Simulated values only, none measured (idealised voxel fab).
Module name: voxel wiring stack (process module)
Xsec cut, 270 nm wide, square cell size 5 nm.
Just so we're on the same page, the cross-sections are grids of square cells, and they're listed out in bands top to bottom, each band one or more rows deep.
Band: top and bottom heights (nm) first, top before bottom; then materials from left to right, widths in nm. "throughout" marks a sole material filling the band edge to edge. "empty" denotes empty space.
Heights are expressed relative to 0, this being the level below which the as-received wafer comprises one material exclusively. The lowest band is unbounded in the downward direction and is denoted as in "0 nm and below".
Think of "30..40" as a width that walks from the first number to the second as you go down the band, top row to bottom row, taking equal-sized steps from row to row.
Reading "remained the same" for a step: not a cell of the cross-section changed in it.
Basically, "Sealed void list" tells you about the enclosed voids: empty spaces with no open way to the top, 8 cells or bigger, each written width x height at distance, where distance is from the left edge, all in nm.
after a step's settings: what the simulator itself notes on the step
For masked steps, "overlay nm" on the step line gives how far right of plan the mask actually lay; a minus sign means it lay to the left.

THIS SECTION LISTS THE PROCESS STEPS THAT WERE PLANNED
1) RECEIVE [material Si]
2) CONFORMAL_DEP [material SiO2] [thk nm 15]
3) CONFORMAL_DEP [material SiN] [thk nm 5]
4) DIRECTIONAL_DEP [material lowk] [thk nm 25]
5) DIRECTIONAL_DEP [material aC] [thk nm 15]
6) PATTERN [tone open] [mask id METAL_1] [material resist] [width nm 30] [pitch nm 50] [thk nm 30] [overlay nm 0]
7) DIRECTIONAL_ETCH [etch materials aC] [depth nm 15]
8) STRIP [etch materials resist]
9) DIRECTIONAL_ETCH [etch materials lowk] [depth nm 25]
10) DIRECTIONAL_ETCH [etch materials SiN] [depth nm 5]
11) STRIP [etch materials aC]
12) CONFORMAL_DEP [material TiN] [thk nm 5]
13) FILL_DEP [material Cu] [thk nm 10]
14) CMP [height nm 45]
15) CONFORMAL_DEP [material SiCN] [thk nm 5]
16) DIRECTIONAL_DEP [material SiO2] [thk nm 15]
17) DIRECTIONAL_DEP [material aC] [thk nm 15]
18) PATTERN [tone open] [mask id PLUG_1] [material resist] [width nm 15] [pitch nm 50] [thk nm 30] [overlay nm 0]
19) DIRECTIONAL_ETCH [etch materials aC] [depth nm 15]
20) STRIP [etch materials resist]
21) DIRECTIONAL_ETCH [etch materials SiO2] [depth nm 15]
22) DIRECTIONAL_ETCH [etch materials SiCN] [depth nm 5]
23) STRIP [etch materials aC]
24) CONFORMAL_DEP [material TiN] [thk nm 5]
25) FILL_DEP [material W] [thk nm 5]
26) CMP [height nm 65]
27) DIRECTIONAL_DEP [material TiN] [thk nm 5]
28) DIRECTIONAL_DEP [material Ru] [thk nm 20]
29) MASKED_ETCH [tone cover] [mask id METAL_2] [width nm 30] [pitch nm 50] [etch materials Ru] [depth nm 20] [overlay nm 0]
30) MASKED_ETCH [tone cover] [mask id METAL_2] [width nm 30] [pitch nm 50] [etch materials TiN] [depth nm 5] [overlay nm 0]
31) FILL_DEP [material lowk] [thk nm 10]
32) CMP [height nm 90]
33) CONFORMAL_DEP [material SiCN] [thk nm 5]
34) DIRECTIONAL_DEP [material SiO2] [thk nm 15]
35) DIRECTIONAL_DEP [material aC] [thk nm 15]
36) PATTERN [tone open] [mask id PLUG_2] [material resist] [width nm 15] [thk nm 30] [overlay nm 0]
37) DIRECTIONAL_ETCH [etch materials aC] [depth nm 15]
38) STRIP [etch materials resist]
39) DIRECTIONAL_ETCH [etch materials SiO2] [depth nm 15]
40) DIRECTIONAL_ETCH [etch materials SiCN] [depth nm 5]
41) STRIP [etch materials aC]
42) CONFORMAL_DEP [material TiN] [thk nm 5]
43) FILL_DEP [material W] [thk nm 5]
44) CMP [height nm 110]
45) DIRECTIONAL_DEP [material TiN] [thk nm 5]
46) DIRECTIONAL_DEP [material Ru] [thk nm 15]
47) PATTERN [tone cover] [mask id METAL_3] [material resist] [width nm 30] [pitch nm 50] [thk nm 15] [overlay nm 0]
48) DIRECTIONAL_ETCH [etch materials Ru] [depth nm 15]
49) DIRECTIONAL_ETCH [etch materials TiN] [depth nm 5]
50) STRIP [etch materials resist]
51) CONFORMAL_DEP [material SiCN] [thk nm 5]
52) FILL_DEP [material lowk] [thk nm 10]
53) CMP [height nm 130]
54) CONFORMAL_DEP [material SiCN] [thk nm 5]

CROSS-SECTION OF THE WAFER AT RECEIPT, WHICH IS THE CONDITION AFTER STEP 1
> 0 nm and below: Si throughout
> Sealed void list: none

WAFER CROSS-SECTION AT MODULE END: FIRST OF TWO, RUN TO PLAN
> 135 nm to 130 nm: SiCN throughout
> 130 nm to 115 nm: lowk 90 nm; SiCN 5 nm; Ru 30 nm; SiCN 5 nm; lowk 10 nm; SiCN 5 nm; Ru 30 nm; SiCN 5 nm; lowk 90 nm
> 115 nm to 110 nm: SiCN 95 nm; TiN 30 nm; SiCN 20 nm; TiN 30 nm; SiCN 95 nm
> 110 nm to 95 nm: SiO2 95 nm; TiN 5 nm; W 5 nm; TiN 5 nm; SiO2 160 nm
> 95 nm to 90 nm: SiCN 95 nm; TiN 15 nm; SiCN 160 nm
> 90 nm to 70 nm: lowk 95 nm; Ru 30 nm; lowk 20 nm; Ru 30 nm; lowk 95 nm
> 70 nm to 65 nm: lowk 95 nm; TiN 30 nm; lowk 20 nm; TiN 30 nm; lowk 95 nm
> 65 nm to 50 nm: SiO2 95 nm; TiN 5 nm; W 5 nm; TiN 5 nm; SiO2 35 nm; TiN 5 nm; W 5 nm; TiN 5 nm; SiO2 110 nm
> 50 nm to 45 nm: SiCN 95 nm; TiN 15 nm; SiCN 35 nm; TiN 15 nm; SiCN 110 nm
> 45 nm to 20 nm: lowk 95 nm; TiN 5 nm; Cu 20 nm; TiN 5 nm; lowk 20 nm; TiN 5 nm; Cu 20 nm; TiN 5 nm; lowk 95 nm
> 20 nm to 15 nm: SiN 95 nm; TiN 30 nm; SiN 20 nm; TiN 30 nm; SiN 95 nm
> 15 nm to 0 nm: SiO2 throughout
> 0 nm and below: Si throughout
> Sealed void list: none

WAFER TWO CROSS-SECTION, MODULE END. START AND PLAN UNCHANGED FROM WAFER ONE; ONE MISTAKE MADE DURING THE RUN
> 135 nm to 130 nm: SiCN throughout
> 130 nm to 115 nm: lowk 90 nm; SiCN 5 nm; Ru 30 nm; SiCN 5 nm; lowk 10 nm; SiCN 5 nm; Ru 30 nm; SiCN 5 nm; lowk 90 nm
> 115 nm to 110 nm: SiCN 95 nm; TiN 30 nm; SiCN 20 nm; TiN 30 nm; SiCN 95 nm
> 110 nm to 95 nm: SiO2 95 nm; TiN 5 nm; W 5 nm; TiN 5 nm; SiO2 160 nm
> 95 nm to 90 nm: SiCN 95 nm; TiN 15 nm; SiCN 160 nm
> 90 nm to 70 nm: lowk 95 nm; Ru 30 nm; lowk 20 nm; Ru 30 nm; lowk 95 nm
> 70 nm to 65 nm: lowk 95 nm; TiN 30 nm; lowk 20 nm; TiN 30 nm; lowk 95 nm
> 65 nm to 50 nm: SiO2 95 nm; TiN 5 nm; W 5 nm; TiN 5 nm; SiO2 35 nm; TiN 5 nm; W 5 nm; TiN 5 nm; SiO2 110 nm
> 50 nm to 45 nm: SiCN 95 nm; TiN 15 nm; SiCN 35 nm; TiN 15 nm; SiCN 110 nm
> 45 nm to 35 nm: lowk 95 nm; TiN 5 nm; Cu 20 nm; TiN 5 nm; lowk 20 nm; TiN 5 nm; Cu 20 nm; TiN 5 nm; lowk 95 nm
> 35 nm to 30 nm: SiN 95 nm; TiN 30 nm; SiN 20 nm; TiN 30 nm; SiN 95 nm
> 30 nm to 0 nm: SiO2 throughout
> 0 nm and below: Si throughout
> Sealed void list: none
Nonconformance to the process plan: plan step 2 was twice executed
The second wafer ends with more or fewer cells of some materials than the first, per final count: Cu -24 | SiO2 +162 | TiN -12 | lowk -126
